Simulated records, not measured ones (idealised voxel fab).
Proc. module: voxel spacer lines
The width of the displayed cross-section, cut, is 300 nm; its cells are square, with a size of 5 nm.
Heads up, the way a cross-section reads in here is a grid of square cells, handed over as bands from the top down, with every band being one or more rows of cells.
Each band's line starts with the height of the band's top and of its bottom, in nm. Then come its materials from left to right, each with its width in nm. One material with "edge to edge" fills the band from edge to edge. "blank" is empty space.
The level at which height equals 0 is the one under which the wafer, as it arrives, is entirely one material. No lower edge exists for the bottom band, which continues downward and is notated as in "0 -> down".
Width "30..40": first value at the band's top row of cells, second value at its bottom row, equal change from row to row.
"all unchanged" -> step changed no cross-section cell.
Enclosed voids (no open way to top), threshold 8 cells or more, entry "Voids, fully enclosed", notation width x height at distance, distance from left edge, nm.
On each step's line, the part that comes after the settings is the simulator's own comment on the step.
overlay nm: where the mask lay relative to plan, measured to the right, on steps with a mask; negatives go left.

**Steps in the process plan**
1) RECEIVE [material Si]
2) CONFORMAL_DEP [material Al2O3] [thk nm 10]
3) DIRECTIONAL_DEP [material polySi] [thk nm 15]
4) DIRECTIONAL_DEP [material aC] [thk nm 30]
5) PATTERN [tone cover] [mask id MANDREL] [material resist] [width nm 15] [pitch nm 50] [thk nm 40] [overlay nm 0]
6) DIRECTIONAL_ETCH [etch materials aC] [depth nm 30]
7) STRIP [etch materials resist]
8) CONFORMAL_DEP [material SiO2] [thk nm 10]
9) DIRECTIONAL_ETCH [etch materials SiO2] [depth nm 10]
10) STRIP [etch materials aC]
11) DIRECTIONAL_ETCH [etch materials polySi] [depth nm 15]
12) STRIP [etch materials SiO2]

**First wafer out of two, processed as planned**

**As-received state of the wafer in cross-section, equivalent to post-step 1**
	0 -> down  Si edge to edge
	Voids, fully enclosed: none

**The following cross-section depicts the wafer upon completion of step 2**
	10 -> 0  Al2O3 edge to edge
	Lower than 0, everything is as it was.

**The following cross-section depicts the wafer upon completion of step 3**
	25 -> 10  polySi edge to edge
	Lower than 10, everything is as it was.

**The following cross-section depicts the wafer upon completion of step 4**
	55 -> 25  aC edge to edge
	Lower than 25, everything is as it was.

**The following cross-section depicts the wafer upon completion of step 5**
	95 -> 55  115 blank | 15 resist | 35 blank | 15 resist | 120 blank
	Lower than 55, everything is as it was.

**The following cross-section depicts the wafer upon completion of step 6**
	65 -> 55  115 blank | 15 resist | 35 blank | 15 resist | 120 blank
	55 -> 25  115 blank | 15 aC | 35 blank | 15 aC | 120 blank
	Lower than 25, everything is as it was.

**The following cross-section depicts the wafer upon completion of step 7**
	55 -> 25  115 blank | 15 aC | 35 blank | 15 aC | 120 blank
	Lower than 25, everything is as it was.

**The following cross-section depicts the wafer upon completion of step 8**
	65 -> 55  105 blank | 35 SiO2 | 15 blank | 35 SiO2 | 110 blank
	55 -> 35  105 blank | 10 SiO2 | 15 aC | 10 SiO2 | 15 blank | 10 SiO2 | 15 aC | 10 SiO2 | 110 blank
	35 -> 25  115 SiO2 | 15 aC | 35 SiO2 | 15 aC | 120 SiO2
	Lower than 25, everything is as it was.

**The following cross-section depicts the wafer upon completion of step 9**
	55 -> 25  105 blank | 10 SiO2 | 15 aC | 10 SiO2 | 15 blank | 10 SiO2 | 15 aC | 10 SiO2 | 110 blank
	Lower than 25, everything is as it was.

**The following cross-section depicts the wafer upon completion of step 10**
	55 -> 25  105 blank | 10 SiO2 | 15 blank | 10 SiO2 | 15 blank | 10 SiO2 | 15 blank | 10 SiO2 | 110 blank
	Lower than 25, everything is as it was.

**The following cross-section depicts the wafer upon completion of step 11**
	55 -> 25  105 blank | 10 SiO2 | 15 blank | 10 SiO2 | 15 blank | 10 SiO2 | 15 blank | 10 SiO2 | 110 blank
	25 -> 10  105 blank | 10 polySi | 15 blank | 10 polySi | 15 blank | 10 polySi | 15 blank | 10 polySi | 110 blank
	Lower than 10, everything is as it was.

**The following cross-section depicts the wafer upon completion of step 12**
	25 -> 10  105 blank | 10 polySi | 15 blank | 10 polySi | 15 blank | 10 polySi | 15 blank | 10 polySi | 110 blank
	Lower than 10, everything is as it was.

**The second wafer began exactly as the first did and followed the same plan, but one mistake was made while running it; through step 2 inclusive, the two wafers are identical**

**Planned end of step 3: second wafer, cross-section**
	40 -> 10  polySi edge to edge
	Lower than 10, everything is as it was.

**Planned end of step 4: second wafer, cross-section**
	70 -> 40  aC edge to edge
	Lower than 40, everything is as it was.

**Planned end of step 5: second wafer, cross-section**
	110 -> 70  115 blank | 15 resist | 35 blank | 15 resist | 120 blank
	Lower than 70, everything is as it was.

**Planned end of step 6: second wafer, cross-section**
	80 -> 70  115 blank | 15 resist | 35 blank | 15 resist | 120 blank
	70 -> 40  115 blank | 15 aC | 35 blank | 15 aC | 120 blank
	Lower than 40, everything is as it was.

**Planned end of step 7: second wafer, cross-section**
	70 -> 40  115 blank | 15 aC | 35 blank | 15 aC | 120 blank
	Lower than 40, everything is as it was.

**Planned end of step 8: second wafer, cross-section**
	80 -> 70  105 blank | 35 SiO2 | 15 blank | 35 SiO2 | 110 blank
	70 -> 50  105 blank | 10 SiO2 | 15 aC | 10 SiO2 | 15 blank | 10 SiO2 | 15 aC | 10 SiO2 | 110 blank
	50 -> 40  115 SiO2 | 15 aC | 35 SiO2 | 15 aC | 120 SiO2
	Lower than 40, everything is as it was.

**Planned end of step 9: second wafer, cross-section**
	70 -> 40  105 blank | 10 SiO2 | 15 aC | 10 SiO2 | 15 blank | 10 SiO2 | 15 aC | 10 SiO2 | 110 blank
	Lower than 40, everything is as it was.

**Planned end of step 10: second wafer, cross-section**
	70 -> 40  105 blank | 10 SiO2 | 15 blank | 10 SiO2 | 15 blank | 10 SiO2 | 15 blank | 10 SiO2 | 110 blank
	Lower than 40, everything is as it was.

**Planned end of step 11: second wafer, cross-section**
	70 -> 40  105 blank | 10 SiO2 | 15 blank | 10 SiO2 | 15 blank | 10 SiO2 | 15 blank | 10 SiO2 | 110 blank
	40 -> 25  105 blank | 10 polySi | 15 blank | 10 polySi | 15 blank | 10 polySi | 15 blank | 10 polySi | 110 blank
	Lower than 25, everything is as it was.

**Planned end of step 12: second wafer, cross-section**
	40 -> 25  105 blank | 10 polySi | 15 blank | 10 polySi | 15 blank | 10 polySi | 15 blank | 10 polySi | 110 blank
	Lower than 25, everything is as it was.
So what did we get wrong on this run? in the plan, step 3 was performed twice
It is noted that, at the conclusion of processing, the second wafer exhibits a higher or lower cell count for certain materials relative to the first: +180 polySi
